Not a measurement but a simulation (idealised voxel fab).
voxel released beams: a process module
The cross-section on display is named cut; it measures 200 nm wide, and its cells are 5 nm squares.
This document writes a cross-section as a grid whose cells are square, and gives it as bands, listed from the top down; one or more rows of cells form a band. Heights first: top, then bottom, in nm. Then materials, left to right, each with a width in nm. "edge to edge" on a single material: fills the band edge to edge. "blank": empty space. A quick word on heights: they are counted from 0, and under that level the wafer as it came to us is one material throughout. The lowest band is different from the rest in having no bottom; it simply continues downward, written as in "0..down". You'd read "30..40" like this: the band's top row of cells is as wide as the first number, its bottom row is as wide as the second, and going down, every row changes width by the same amount as the row before did. Step marked "changes: none"? Then no cell in the cross-section changed in it. Enclosed voids (no open way to top), threshold 8 cells or more, entry "Closed void roster", notation width x height at distance, distance from left edge, nm. It should be noted that, on the line of a given step, the content following the step's settings is a remark produced by the simulator itself with respect to that step. Steps that use a mask can have "overlay nm" on their line. It says how far the mask sat to the right of where it was meant to be. Negative means to the left.

PROCESS STEPS FORESEEN IN THE PLAN
1) RECEIVE (material Si)
2) CONFORMAL_DEP (material Al2O3; thk nm 10)
3) DIRECTIONAL_DEP (material SiO2; thk nm 20)
4) MASKED_ETCH (tone open; mask id ANCHOR; width nm 25; etch materials SiO2; depth nm 20; overlay nm 0)
5) CONFORMAL_DEP (material polySi; thk nm 10)
6) MASKED_ETCH (tone cover; mask id BEAM; width nm 65; etch materials polySi; depth nm 10; overlay nm 0)
7) STRIP (etch materials SiO2)
Quick note for whoever runs this: the wafers start identical, but the width nm at step 6 isn't the same across them. The plan just shows what the first wafer had.

THE FIRST OF SEVERAL WAFERS AS RECEIVED, SHOWN IN CROSS-SECTION; THIS IS ITS STATE AFTER STEP 1
    0..down | Si edge to edge
    Closed void roster: none

CROSS-SECTIONAL REPRESENTATION OF THE FIRST OF SEVERAL WAFERS AT THE END OF THE MODULE, I.E. AFTER ITS TERMINAL STEP, STEP 7
    40..30 | 65 blank; 10 polySi; 5 blank; 50 polySi; 70 blank
    30..20 | 65 blank; 10 polySi; 5 blank; 10 polySi; 110 blank
    20..10 | 65 blank; 25 polySi; 110 blank
    10..0 | Al2O3 edge to edge
    0..down | Si edge to edge
    Closed void roster: none

THE FINAL WAFER, SECTIONED AT MODULE END
    40..30 | 55 blank; 20 polySi; 5 blank; 65 polySi; 55 blank
    30..20 | 65 blank; 10 polySi; 5 blank; 10 polySi; 110 blank
    20..10 | 65 blank; 25 polySi; 110 blank
    10..0 | Al2O3 edge to edge
    0..down | Si edge to edge
    Closed void roster: none

TABLE: WAFERS, A ROW EACH; END-OF-MODULE CELL CHANGE PER MATERIAL SINCE RECEIPT, GAIN (+), LOSS (-); THEN CLOSED VOIDS
width nm 65; +80 Al2O3; +42 polySi; Closed void roster: none
width nm 70; +80 Al2O3; +44 polySi; Closed void roster: none
width nm 75; +80 Al2O3; +46 polySi; Closed void roster: none
width nm 80; +80 Al2O3; +48 polySi; Closed void roster: none
width nm 85; +80 Al2O3; +50 polySi; Closed void roster: none
width nm 90; +80 Al2O3; +52 polySi; Closed void roster: none
